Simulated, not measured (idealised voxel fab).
This section sets out a process module, namely voxel transistor to metal.
We display cut, a cross-section 295 nm in width whose square cells are each 5 nm.
Format of a cross-section: grid, square cells. Given as bands. Order: top down. Band: one or more rows of cells.
The band entry comprises the height of the band's top followed by the height of its bottom, expressed in nm, and subsequently the band's materials from left to right, each stated together with its width in nm. Where a single material is marked with the word "all across", that material fills the band from edge to edge. The word "empty" represents empty space.
Heights from 0 (as-received wafer is one material below). Bottom band endless downward, as "0 and below".
Width spec "30->40" -> top row of cells at first value, bottom row at second value, equal per-row change in between.
"stayed the same", as given for a step, is the statement that not any cell of the cross-section underwent a change during that step.
The label "Voids, sealed" introduces a list of the empty spaces, 8 cells or larger, that have no open way up to the top; each entry in it reads width x height at distance, where the distance is taken from the left edge and all three are stated in nm.
Note: text after step settings on the step line = simulator remark on that step.
"overlay nm" answers the question of how far to the right of plan the mask lay on a step that has a mask, and when it is negative the answer is to the left.

Listed below are the process steps as planned:
1: RECEIVE, material Si
2: CONFORMAL_DEP, material SiO2, thk nm 5
3: CONFORMAL_DEP, material SiN, thk nm 15
4: PATTERN, tone cover, mask id ACTIVE, material resist, width nm 105, pitch nm 135, thk nm 15, overlay nm 0
5: DIRECTIONAL_ETCH, etch materials SiN, depth nm 15
6: DIRECTIONAL_ETCH, etch materials SiO2, depth nm 5
7: DIRECTIONAL_ETCH, etch materials Si, depth nm 30
8: STRIP, etch materials resist
9: OXIDIZE, depth nm 5
10: FILL_DEP, material SiO2, thk nm 10
11: CMP, height nm 20
12: SELECTIVE_ETCH, etch materials SiO2, depth nm 15
13: STRIP, etch materials SiN
14: SELECTIVE_ETCH, etch materials SiO2, depth nm 5
15: OXIDIZE, depth nm 5
16: DIRECTIONAL_DEP, material polySi, thk nm 25
17: DIRECTIONAL_DEP, material SiCN, thk nm 10
18: MASKED_ETCH, tone cover, mask id GATE, width nm 25, pitch nm 135, etch materials SiCN, depth nm 20, overlay nm 0
19: MASKED_ETCH, tone cover, mask id GATE, width nm 25, pitch nm 135, etch materials polySi, depth nm 35, overlay nm 0
20: CONFORMAL_DEP, material SiO2, thk nm 5
21: DIRECTIONAL_ETCH, etch materials SiO2, depth nm 5
22: CONFORMAL_DEP, material SiN, thk nm 10
23: DIRECTIONAL_ETCH, etch materials SiN, depth nm 10
24: DIRECTIONAL_ETCH, etch materials SiO2, depth nm 5
25: DIRECTIONAL_ETCH, etch materials Si, depth nm 15
26: EPI, material nSi, thk nm 15
27: FILL_DEP, material SiO2, thk nm 10
28: CMP, height nm 35
29: DIRECTIONAL_DEP, material SiO2, thk nm 15
30: DIRECTIONAL_DEP, material aC, thk nm 15
31: PATTERN, tone open, mask id CONTACT, material resist, width nm 30, thk nm 30, overlay nm 0
32: DIRECTIONAL_ETCH, etch materials aC, depth nm 15
33: STRIP, etch materials resist
34: DIRECTIONAL_ETCH, etch materials SiO2, depth nm 55
35: STRIP, etch materials aC
36: CONFORMAL_DEP, material TiN, thk nm 5
37: FILL_DEP, material W, thk nm 5
38: CMP, height nm 50
39: DIRECTIONAL_DEP, material TiN, thk nm 5
40: DIRECTIONAL_DEP, material Ru, thk nm 20
41: PATTERN, tone cover, mask id METAL_1, material resist, width nm 20, thk nm 20, overlay nm 0
42: DIRECTIONAL_ETCH, etch materials Ru, depth nm 20
43: DIRECTIONAL_ETCH, etch materials TiN, depth nm 5
44: STRIP, etch materials resist
45: CONFORMAL_DEP, material SiN, thk nm 5
46: FILL_DEP, material lowk, thk nm 5
47: CMP, height nm 75
48: CONFORMAL_DEP, material SiCN, thk nm 5
49: DIRECTIONAL_DEP, material lowk, thk nm 25
50: DIRECTIONAL_DEP, material aC, thk nm 15
51: PATTERN, tone open, mask id METAL_2, material resist, width nm 20, pitch nm 135, thk nm 35, overlay nm 0
52: DIRECTIONAL_ETCH, etch materials aC, depth nm 15
53: STRIP, etch materials resist
54: DIRECTIONAL_ETCH, etch materials lowk, depth nm 15
55: STRIP, etch materials aC
56: DIRECTIONAL_DEP, material aC, thk nm 10
57: PATTERN, tone open, mask id METAL_2_HOLES, material resist, width nm 15, pitch nm 135, thk nm 25, overlay nm 0
58: DIRECTIONAL_ETCH, etch materials aC, depth nm 10
59: STRIP, etch materials resist
60: DIRECTIONAL_ETCH, etch materials lowk, depth nm 10
61: DIRECTIONAL_ETCH, etch materials SiCN, depth nm 5
62: STRIP, etch materials aC
63: CONFORMAL_DEP, material TiN, thk nm 5
64: FILL_DEP, material Cu, thk nm 5
65: CMP, height nm 105
66: CONFORMAL_DEP, material SiCN, thk nm 5

Incoming wafer in cross-section (state: after step 1):
0 and below | Si all across
Voids, sealed: none

Cross-section, end of module. Start: as above. Plan: as above. Execution: one mistake:
110 down to 105 | SiCN all across
105 down to 95 | lowk (30)  TiN (5)  Cu (10)  TiN (5)  lowk (115)  TiN (5)  Cu (10)  TiN (5)  lowk (110)
95 down to 90 | lowk (30)  TiN (5)  Cu (5)  TiN (10)  lowk (115)  TiN (5)  Cu (5)  TiN (10)  lowk (110)
90 down to 80 | lowk (30)  TiN (5)  Cu (5)  TiN (5)  lowk (120)  TiN (5)  Cu (5)  TiN (5)  lowk (115)
80 down to 75 | SiCN (30)  TiN (15)  SiCN (120)  TiN (15)  SiCN (115)
75 down to 55 | lowk (25)  W (5)  Ru (20)  W (5)  lowk (45)  W (5)  Ru (20)  W (5)  lowk (30)  W (5)  Ru (20)  W (5)  lowk (45)  W (5)  Ru (20)  W (5)  lowk (30)
55 down to 50 | W (30)  TiN (20)  W (55)  TiN (20)  W (40)  TiN (20)  W (55)  TiN (20)  W (35)
50 down to 40 | SiO2 (30)  TiN (5)  W (20)  TiN (5)  SiO2 (35)  TiN (5)  W (20)  TiN (5)  SiO2 (40)  TiN (5)  W (20)  TiN (5)  SiO2 (35)  TiN (5)  W (20)  TiN (5)  SiO2 (35)
40 down to 35 | SiO2 (30)  TiN (5)  W (10)  TiN (15)  SiO2 (35)  TiN (15)  W (10)  TiN (5)  SiO2 (40)  TiN (5)  W (10)  TiN (15)  SiO2 (35)  TiN (15)  W (10)  TiN (5)  SiO2 (35)
35 down to 25 | SiO2 (30)  TiN (5)  W (10)  TiN (5)  SiN (10)  SiO2 (5)  SiCN (25)  SiO2 (5)  SiN (10)  TiN (5)  W (10)  TiN (5)  SiO2 (40)  TiN (5)  W (10)  TiN (5)  SiN (10)  SiO2 (5)  SiCN (25)  SiO2 (5)  SiN (10)  TiN (5)  W (10)  TiN (5)  SiO2 (35)
25 down to 15 | SiO2 (30)  TiN (5)  W (10)  TiN (5)  SiN (10)  SiO2 (5)  polySi (25)  SiO2 (5)  SiN (10)  TiN (5)  W (10)  TiN (5)  SiO2 (40)  TiN (5)  W (10)  TiN (5)  SiN (10)  SiO2 (5)  polySi (25)  SiO2 (5)  SiN (10)  TiN (5)  W (10)  TiN (5)  SiO2 (35)
15 down to 10 | SiO2 (30)  TiN (20)  SiN (10)  SiO2 (5)  polySi (25)  SiO2 (5)  SiN (10)  TiN (20)  SiO2 (40)  TiN (20)  SiN (10)  SiO2 (5)  polySi (25)  SiO2 (5)  SiN (10)  TiN (20)  SiO2 (35)
10 down to 0 | SiO2 (30)  TiN (5)  nSi (15)  SiN (10)  SiO2 (5)  polySi (25)  SiO2 (5)  SiN (10)  nSi (15)  TiN (5)  SiO2 (40)  TiN (5)  nSi (15)  SiN (10)  SiO2 (5)  polySi (25)  SiO2 (5)  SiN (10)  nSi (15)  TiN (5)  SiO2 (35)
0 down to -5 | SiO2 (30)  TiN (5)  nSi (15)  SiO2 (55)  nSi (15)  TiN (5)  SiO2 (40)  TiN (5)  nSi (15)  SiO2 (55)  nSi (15)  TiN (5)  SiO2 (35)
-5 down to -20 | SiO2 (30)  nSi (20)  Si (55)  nSi (20)  SiO2 (40)  nSi (20)  Si (55)  nSi (20)  SiO2 (35)
-20 down to -35 | SiO2 (30)  Si (95)  SiO2 (40)  Si (95)  SiO2 (35)
-35 and below | Si all across
Voids, sealed: none
So what did we get wrong on this run? step 45 ran as: CONFORMAL_DEP, material W, thk nm 5
